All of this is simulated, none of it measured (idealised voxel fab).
This is a process module. Its name is voxel trench capacitor.
It is cross-section cut that appears here, measuring 260 nm in width, its square cells being 5 nm in size.
Think of the cross-section as a grid of square cells. We describe it in bands, top to bottom, and each band covers one or more rows of those cells.
For a band, the entry starts with two heights in nm, that of the top and then that of the bottom, and carries on with the band's materials in order from left to right, each alongside its width in nm; the word "edge to edge" beside a single material means it fills the band edge to edge, and "blank" means empty space.
The level at which height equals 0 is the one under which the wafer, as it arrives, is entirely one material. No lower edge exists for the bottom band, which continues downward and is notated as in "top 0, no bottom".
A width given as "30..40" starts at the first number in the band's top row and ends at the second number in its bottom row, shifting by an equal amount at every step from row to row.
The designation "no alterations made", where it is given for a processing step, indicates that no cell of the cross-section was altered in the course of that step.
"Closed-off voids" contains a list of empty spaces, each no smaller than 8 cells and without an open way to the top, written in the form width x height at distance with the distance from the left edge and all three in nm.
On a step's line, text after the settings is the simulator commenting on that step.
overlay nm: right-of-plan distance of the mask on a masked step; negative values mean left-of-plan.

[plan]
1. RECEIVE with material Si
2. CONFORMAL_DEP with material SiN, thk nm 10
3. PATTERN with tone open, mask id TRENCH, material resist, width nm 25, pitch nm 45, thk nm 15, overlay nm 0
4. DIRECTIONAL_ETCH with etch materials SiN, depth nm 10
5. DIRECTIONAL_ETCH with etch materials Si, depth nm 40
6. STRIP with etch materials resist
7. CONFORMAL_DEP with material Al2O3, thk nm 5
8. CONFORMAL_DEP with material TiN, thk nm 5
9. FILL_DEP with material W, thk nm 5
10. CMP with height nm 10

[Cross-section of the wafer as it came to us, i.e., already through step 1]
  top 0, no bottom | Si edge to edge
  Closed-off voids: none

[Starting structure and process plan are as shown above, but one mistake was made in running the module; the wafer cross-section at the end of the module follows]
  top 10, bottom 0 | W 40 / TiN 5 / Al2O3 5 / SiN 25 / Al2O3 5 / TiN 10 / Al2O3 5 / SiN 25 / Al2O3 5 / TiN 10 / Al2O3 5 / SiN 25 / Al2O3 5 / TiN 10 / Al2O3 5 / SiN 25 / Al2O3 5 / TiN 5 / W 40
  top 0, bottom -30 | W 40 / TiN 5 / Al2O3 5 / Si 25 / Al2O3 5 / TiN 10 / Al2O3 5 / Si 25 / Al2O3 5 / TiN 10 / Al2O3 5 / Si 25 / Al2O3 5 / TiN 10 / Al2O3 5 / Si 25 / Al2O3 5 / TiN 5 / W 40
  top -30, bottom -35 | TiN 45 / Al2O3 5 / Si 25 / Al2O3 5 / TiN 10 / Al2O3 5 / Si 25 / Al2O3 5 / TiN 10 / Al2O3 5 / Si 25 / Al2O3 5 / TiN 10 / Al2O3 5 / Si 25 / Al2O3 5 / TiN 45
  top -35, bottom -40 | Al2O3 50 / Si 25 / Al2O3 20 / Si 25 / Al2O3 20 / Si 25 / Al2O3 20 / Si 25 / Al2O3 50
  top -40, no bottom | Si edge to edge
  Closed-off voids: none
Against the plan, the run slipped here: step 3, actual vs plan mismatch, actual run PATTERN with tone cover, mask id TRENCH, material resist, width nm 25, pitch nm 45, thk nm 15, overlay nm 0
